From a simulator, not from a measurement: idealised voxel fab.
This is a process module. Its name is voxel wiring stack.
Square cells of 5 nm make up the cross-section cut, whose width is 270 nm.
Cross-sections here: square-cell grids, written as top-down lists of bands, a band being one or more rows of cells. Heads up on the band format: heights come first, top then bottom, in nm. After that it's the materials left to right, each with its width in nm. A single material flagged "throughout" fills the whole band edge to edge, and "empty" means there's empty space there. All heights in this document are referenced to 0, defined as the level beneath which the wafer, as received, consists entirely of one material. The lowest band is not bounded below; it extends indefinitely downward and is written in the form "z 0 and below". Width "30->40": first value at the band's top row of cells, second value at its bottom row, equal change from row to row. No cell of the cross-section changed in a step that is given as "left unchanged". Listed in "Closed cavities": every empty space of 8 or more cells without an open way to the top. Form: width x height at distance, the distance being from the left edge, all in nm. Whatever follows a step's settings on its line is a remark the simulator itself makes about that step. "overlay nm", when on a step's line for a step with a mask, measures how far to the right of its planned place the mask lay; a negative measure means to the left.
Plan:
1 RECEIVE, material Si
2 CONFORMAL_DEP, material SiO2, thk nm 15
3 CONFORMAL_DEP, material SiN, thk nm 5
4 DIRECTIONAL_DEP, material lowk, thk nm 15
5 PATTERN, tone open, mask id METAL_1, material resist, width nm 30, pitch nm 60, thk nm 20, overlay nm 0
6 DIRECTIONAL_ETCH, etch materials lowk, depth nm 15
7 DIRECTIONAL_ETCH, etch materials SiN, depth nm 5
8 STRIP, etch materials resist
9 CONFORMAL_DEP, material TiN, thk nm 5
10 FILL_DEP, material Cu, thk nm 5
11 CMP, height nm 35
12 CONFORMAL_DEP, material SiCN, thk nm 5
13 DIRECTIONAL_DEP, material lowk, thk nm 30
14 DIRECTIONAL_DEP, material aC, thk nm 10
15 PATTERN, tone open, mask id METAL_2, material resist, width nm 30, pitch nm 60, thk nm 25, overlay nm 0
16 DIRECTIONAL_ETCH, etch materials aC, depth nm 10
17 STRIP, etch materials resist
18 DIRECTIONAL_ETCH, etch materials lowk, depth nm 20
19 STRIP, etch materials aC
20 MASKED_ETCH, tone open, mask id METAL_2_HOLES, width nm 15, pitch nm 60, etch materials lowk, depth nm 10, overlay nm 0
21 MASKED_ETCH, tone open, mask id METAL_2_HOLES, width nm 15, pitch nm 60, etch materials SiCN, depth nm 5, overlay nm 0
22 CONFORMAL_DEP, material TiN, thk nm 5
23 FILL_DEP, material Cu, thk nm 5
24 CMP, height nm 70
25 CONFORMAL_DEP, material SiCN, thk nm 5
26 DIRECTIONAL_DEP, material lowk, thk nm 30
27 DIRECTIONAL_DEP, material aC, thk nm 10
28 PATTERN, tone open, mask id METAL_3_HOLES, material resist, width nm 15, pitch nm 120, thk nm 25, overlay nm 0
29 DIRECTIONAL_ETCH, etch materials aC, depth nm 10
30 STRIP, etch materials resist
31 DIRECTIONAL_ETCH, etch materials lowk, depth nm 30
32 STRIP, etch materials aC
33 DIRECTIONAL_DEP, material aC, thk nm 10
34 PATTERN, tone open, mask id METAL_3, material resist, width nm 30, pitch nm 60, thk nm 25, overlay nm 0
35 DIRECTIONAL_ETCH, etch materials aC, depth nm 10
36 STRIP, etch materials resist
37 DIRECTIONAL_ETCH, etch materials lowk, depth nm 15
38 DIRECTIONAL_ETCH, etch materials SiCN, depth nm 5
39 STRIP, etch materials aC
40 CONFORMAL_DEP, material TiN, thk nm 5
41 FILL_DEP, material Cu, thk nm 5
42 CMP, height nm 105
43 CONFORMAL_DEP, material SiCN, thk nm 5
Cross-section: wafer on arrival = after step 1:
- z 0 and below = Si throughout
- Closed cavities: none
Sectioned view, first of two wafers, at the close of the module, processed as intended in the plan:
- z 110 to 105 = SiCN throughout
- z 105 to 95 = lowk 30, then TiN 5, then Cu 20, then TiN 5, then lowk 30, then TiN 5, then Cu 20, then TiN 5, then lowk 30, then TiN 5, then Cu 20, then TiN 5, then lowk 30, then TiN 5, then Cu 20, then TiN 5, then lowk 30
- z 95 to 90 = lowk 30, then TiN 5, then Cu 5, then TiN 20, then lowk 30, then TiN 30, then lowk 30, then TiN 5, then Cu 5, then TiN 20, then lowk 30, then TiN 30, then lowk 30
- z 90 to 75 = lowk 30, then TiN 5, then Cu 5, then TiN 5, then lowk 105, then TiN 5, then Cu 5, then TiN 5, then lowk 105
- z 75 to 70 = SiCN 30, then TiN 15, then SiCN 105, then TiN 15, then SiCN 105
- z 70 to 55 = lowk 30, then TiN 5, then Cu 20, then TiN 5, then lowk 30, then TiN 5, then Cu 20, then TiN 5, then lowk 30, then TiN 5, then Cu 20, then TiN 5, then lowk 30, then TiN 5, then Cu 20, then TiN 5, then lowk 30
- z 55 to 50 = lowk 30, then TiN 5, then Cu 5, then TiN 20, then lowk 30, then TiN 5, then Cu 5, then TiN 20, then lowk 30, then TiN 5, then Cu 5, then TiN 20, then lowk 30, then TiN 5, then Cu 5, then TiN 20, then lowk 30
- z 50 to 40 = lowk 30, then TiN 5, then Cu 5, then TiN 5, then lowk 45, then TiN 5, then Cu 5, then TiN 5, then lowk 45, then TiN 5, then Cu 5, then TiN 5, then lowk 45, then TiN 5, then Cu 5, then TiN 5, then lowk 45
- z 40 to 35 = SiCN 30, then TiN 15, then SiCN 45, then TiN 15, then SiCN 45, then TiN 15, then SiCN 45, then TiN 15, then SiCN 45
- z 35 to 20 = lowk 30, then TiN 5, then Cu 20, then TiN 5, then lowk 30, then TiN 5, then Cu 20, then TiN 5, then lowk 30, then TiN 5, then Cu 20, then TiN 5, then lowk 30, then TiN 5, then Cu 20, then TiN 5, then lowk 30
- z 20 to 15 = SiN 30, then TiN 30, then SiN 30, then TiN 30, then SiN 30, then TiN 30, then SiN 30, then TiN 30, then SiN 30
- z 15 to 0 = SiO2 throughout
- z 0 and below = Si throughout
- Closed cavities: none
Second wafer through the module, sectioned at the end: same beginning and same plan as the first wafer, with one mistake in carrying it out:
- z 110 to 105 = SiCN throughout
- z 105 to 95 = lowk 30, then TiN 5, then Cu 20, then TiN 5, then lowk 30, then TiN 5, then Cu 20, then TiN 5, then lowk 30, then TiN 5, then Cu 20, then TiN 5, then lowk 30, then TiN 5, then Cu 20, then TiN 5, then lowk 30
- z 95 to 90 = lowk 30, then TiN 5, then Cu 5, then TiN 20, then lowk 30, then TiN 30, then lowk 30, then TiN 5, then Cu 5, then TiN 20, then lowk 30, then TiN 30, then lowk 30
- z 90 to 75 = lowk 30, then TiN 5, then Cu 5, then TiN 5, then lowk 105, then TiN 5, then Cu 5, then TiN 5, then lowk 105
- z 75 to 70 = SiCN 30, then TiN 15, then SiCN 105, then TiN 15, then SiCN 105
- z 70 to 55 = lowk 30, then TiN 5, then Cu 20, then TiN 5, then lowk 30, then TiN 5, then Cu 20, then TiN 5, then lowk 30, then TiN 5, then Cu 20, then TiN 5, then lowk 30, then TiN 5, then Cu 20, then TiN 5, then lowk 30
- z 55 to 50 = lowk 30, then TiN 5, then Cu 5, then TiN 20, then lowk 30, then TiN 5, then Cu 5, then TiN 20, then lowk 30, then TiN 5, then Cu 5, then TiN 20, then lowk 30, then TiN 5, then Cu 5, then TiN 20, then lowk 30
- z 50 to 40 = lowk 30, then TiN 5, then Cu 5, then TiN 5, then lowk 45, then TiN 5, then Cu 5, then TiN 5, then lowk 45, then TiN 5, then Cu 5, then TiN 5, then lowk 45, then TiN 5, then Cu 5, then TiN 5, then lowk 45
- z 40 to 35 = SiCN 30, then TiN 15, then SiCN 45, then TiN 15, then SiCN 45, then TiN 15, then SiCN 45, then TiN 15, then SiCN 45
- z 35 to 20 = Cu 25, then TiN 5, then lowk 30, then TiN 5, then Cu 20, then TiN 5, then lowk 30, then TiN 5, then Cu 20, then TiN 5, then lowk 30, then TiN 5, then Cu 20, then TiN 5, then lowk 30, then TiN 5, then Cu 25
- z 20 to 15 = TiN 30, then SiN 30, then TiN 30, then SiN 30, then TiN 30, then SiN 30, then TiN 30, then SiN 30, then TiN 30
- z 15 to 0 = SiO2 throughout
- z 0 and below = Si throughout
- Closed cavities: none
The mistake made against the process plan was this: step 5 deviated from plan and actually ran as PATTERN, tone cover, mask id METAL_1, material resist, width nm 30, pitch nm 60, thk nm 20, overlay nm 0
The final cell counts differ between the wafers, with the second having more or fewer of some materials than the first: 18 more of Cu, 6 fewer of SiN, 6 more of TiN, 18 fewer of lowk
